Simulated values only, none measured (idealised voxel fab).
A process module follows: voxel tone inversion.
The cross-section shown here is cut; it is 205 nm wide and divided into square cells measuring 5 nm on a side.
If you're reading a cross-section in this doc, picture square cells in a grid; it comes to you as bands, top ones listed first down to the bottom, and a band can be one or more rows of cells.
Basically the band line says how high the top is and how high the bottom is, in nm, and then what's in it from left to right, every material with its width in nm. Empty space shows up as "air", and if a single material carries "full width" it runs the full band edge to edge.
Heads up on the height convention: 0 is the point under which the incoming wafer is all one material, and the lowest band has no bottom, it just keeps going down, like "0 and below".
Quick explanation for "30->40": the width changes in equal steps down the rows of cells, from the first number in the band's top row to the second number in its bottom row.
Basically "same as before" means that step didn't change any cell in the cross-section.
The entry titled "Sealed void inventory" provides the empty spaces that have no open way to the top, restricted to those of 8 cells or more. Each is presented as width x height at distance, the distance being measured from the left edge, with all three in nm.
Where a step's line continues beyond its settings, the continuation is a remark by the simulator itself on that step.
A step line may carry the setting "overlay nm", which, for steps involving a mask, states the distance by which the mask lay to the right of its intended position; negative values denote displacement to the left.

-- The steps planned for the process are as follows
1,RECEIVE [material Si]
2,CONFORMAL_DEP [material SiCN] [thk nm 5]
3,DIRECTIONAL_DEP [material polySi] [thk nm 20]
4,PATTERN [tone cover] [mask id POSTS] [material resist] [width nm 25] [pitch nm 50] [thk nm 30] [overlay nm 0]
5,DIRECTIONAL_ETCH [etch materials polySi] [depth nm 20]
6,STRIP [etch materials resist]
7,FILL_DEP [material SiO2] [thk nm 10]
8,CMP [height nm 25]
9,STRIP [etch materials polySi]
10,CONFORMAL_DEP [material TiN] [thk nm 5]
11,FILL_DEP [material Ru] [thk nm 10]
12,CMP [height nm 25]
13,CONFORMAL_DEP [material SiCN] [thk nm 5]

-- So this is the incoming wafer in cross-section - it's already been through step 1
> 0 and below | Si full width
> Sealed void inventory: none

-- End state of the module in cross-section, given the above starting point and plan and one mistake in execution
> 30 down to 20 | SiCN full width
> 20 down to 0 | polySi full width
> 0 and below | Si full width
> Sealed void inventory: none
The plan and the run diverged here: mixed up steps 2 and 3 - ran each in the other's place
